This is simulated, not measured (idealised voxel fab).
process module | voxel transistor to metal
cross-section cut | 160 nm wide | cells 5 nm
A cross-section is a grid of square cells, given in bands from the top down. A band is one or more rows of cells.
Each band's line starts with the height of the band's top and of its bottom, in nm. Then come its materials from left to right, each with its width in nm. One material with "throughout" fills the band from edge to edge. "air" is empty space.
Height 0 is the level under which the wafer as received is all one material. The lowest band goes on downwards, as in "0 down".
A width such as "30 to 40" changes by the same amount from each row of cells to the next, from the band's top row to its bottom row.
"no change" after a step means that no cell of the cross-section changed.
closed voids: empty space of 8 cells or more with no open way to the top, each as width x height at its distance from the left edge, in nm
after a step's settings: what the simulator itself notes on the step
overlay nm, on a step with a mask: how far to the right of its planned place the mask lay; to the left if negative
plan
1 op RECEIVE | material Si
2 op CONFORMAL_DEP | material SiO2 | thk nm 5
3 op CONFORMAL_DEP | material SiN | thk nm 10
4 op DIRECTIONAL_DEP | material aC | thk nm 10
5 op PATTERN | tone cover | mask id ACTIVE | material resist | width nm 90 | thk nm 30 | overlay nm 0
6 op DIRECTIONAL_ETCH | etch materials aC | depth nm 10
7 op STRIP | etch materials resist
8 op DIRECTIONAL_ETCH | etch materials SiN | depth nm 15
9 op DIRECTIONAL_ETCH | etch materials SiO2 | depth nm 5
10 op DIRECTIONAL_ETCH | etch materials Si | depth nm 35
11 op STRIP | etch materials aC
12 op FILL_DEP | material SiO2 | thk nm 5
13 op CMP | height nm 20
14 op SELECTIVE_ETCH | etch materials SiO2 | depth nm 10
15 op STRIP | etch materials SiN
16 op SELECTIVE_ETCH | etch materials SiO2 | depth nm 5
17 op OXIDIZE | depth nm 5
18 op DIRECTIONAL_DEP | material polySi | thk nm 20
19 op DIRECTIONAL_DEP | material SiCN | thk nm 10
20 op PATTERN | tone cover | mask id GATE | material resist | width nm 20 | thk nm 20 | overlay nm 0
21 op DIRECTIONAL_ETCH | etch materials SiCN | depth nm 20
22 op DIRECTIONAL_ETCH | etch materials polySi | depth nm 30
23 op STRIP | etch materials resist
24 op CONFORMAL_DEP | material SiN | thk nm 5
25 op DIRECTIONAL_ETCH | etch materials SiN | depth nm 5
26 op DIRECTIONAL_ETCH | etch materials SiO2 | depth nm 5
27 op DIRECTIONAL_ETCH | etch materials Si | depth nm 10
28 op EPI | material SiGe | thk nm 10
29 op FILL_DEP | material SiO2 | thk nm 10
30 op CMP | height nm 30
31 op DIRECTIONAL_DEP | material SiO2 | thk nm 15
32 op MASKED_ETCH | tone open | mask id CONTACT | width nm 15 | pitch nm 65 | etch materials SiO2 | depth nm 50 | overlay nm 0
33 op CONFORMAL_DEP | material TiN | thk nm 5
34 op FILL_DEP | material W | thk nm 5
35 op CMP | height nm 45
36 op DIRECTIONAL_DEP | material TiN | thk nm 5
37 op DIRECTIONAL_DEP | material Ru | thk nm 15
38 op MASKED_ETCH | tone cover | mask id METAL_1 | width nm 15 | pitch nm 65 | etch materials Ru | depth nm 15 | overlay nm 0
39 op MASKED_ETCH | tone cover | mask id METAL_1 | width nm 15 | pitch nm 65 | etch materials TiN | depth nm 5 | overlay nm 0
40 op FILL_DEP | material lowk | thk nm 5
41 op CMP | height nm 65
42 op CONFORMAL_DEP | material SiCN | thk nm 5
43 op DIRECTIONAL_DEP | material lowk | thk nm 25
44 op MASKED_ETCH | tone open | mask id METAL_2 | width nm 15 | pitch nm 65 | etch materials lowk | depth nm 15 | overlay nm 0
45 op PATTERN | tone open | mask id METAL_2_HOLES | material resist | width nm 15 | pitch nm 65 | thk nm 20 | overlay nm 0
46 op DIRECTIONAL_ETCH | etch materials lowk | depth nm 10
47 op DIRECTIONAL_ETCH | etch materials SiCN | depth nm 5
48 op STRIP | etch materials resist
49 op CONFORMAL_DEP | material TiN | thk nm 5
50 op FILL_DEP | material Cu | thk nm 10
51 op CMP | height nm 95
52 op CONFORMAL_DEP | material SiCN | thk nm 5
varied across the wafers: thk nm of step 3. The plan shows the first wafer's value. All wafers start alike
first wafer as received, after step 1
  0 down: Si throughout
  closed voids: none
each wafer at the end: cells of each material gained (+) or lost (-) since it was received, then its closed voids
thk nm 10 | +10 Cu | +18 Ru | -140 Si | +66 SiCN | +32 SiGe | +14 SiN | +298 SiO2 | +74 TiN | +18 W | +234 lowk | +16 polySi | closed voids: none
thk nm 15 | +10 Cu | +18 Ru | -140 Si | +66 SiCN | +32 SiGe | +14 SiN | +298 SiO2 | +74 TiN | +18 W | +234 lowk | +16 polySi | closed voids: none
thk nm 20 | +10 Cu | +18 Ru | -84 Si | +66 SiCN | +60 SiGe | +12 SiN | +216 SiO2 | +74 TiN | +18 W | +234 lowk | +16 polySi | closed voids: none
thk nm 25 | +10 Cu | +18 Ru | -84 Si | +66 SiCN | +60 SiGe | +12 SiN | +216 SiO2 | +74 TiN | +18 W | +234 lowk | +16 polySi | closed voids: none
thk nm 30 | +10 Cu | +18 Ru | -84 Si | +66 SiCN | +60 SiGe | +12 SiN | +216 SiO2 | +74 TiN | +18 W | +234 lowk | +16 polySi | closed voids: none
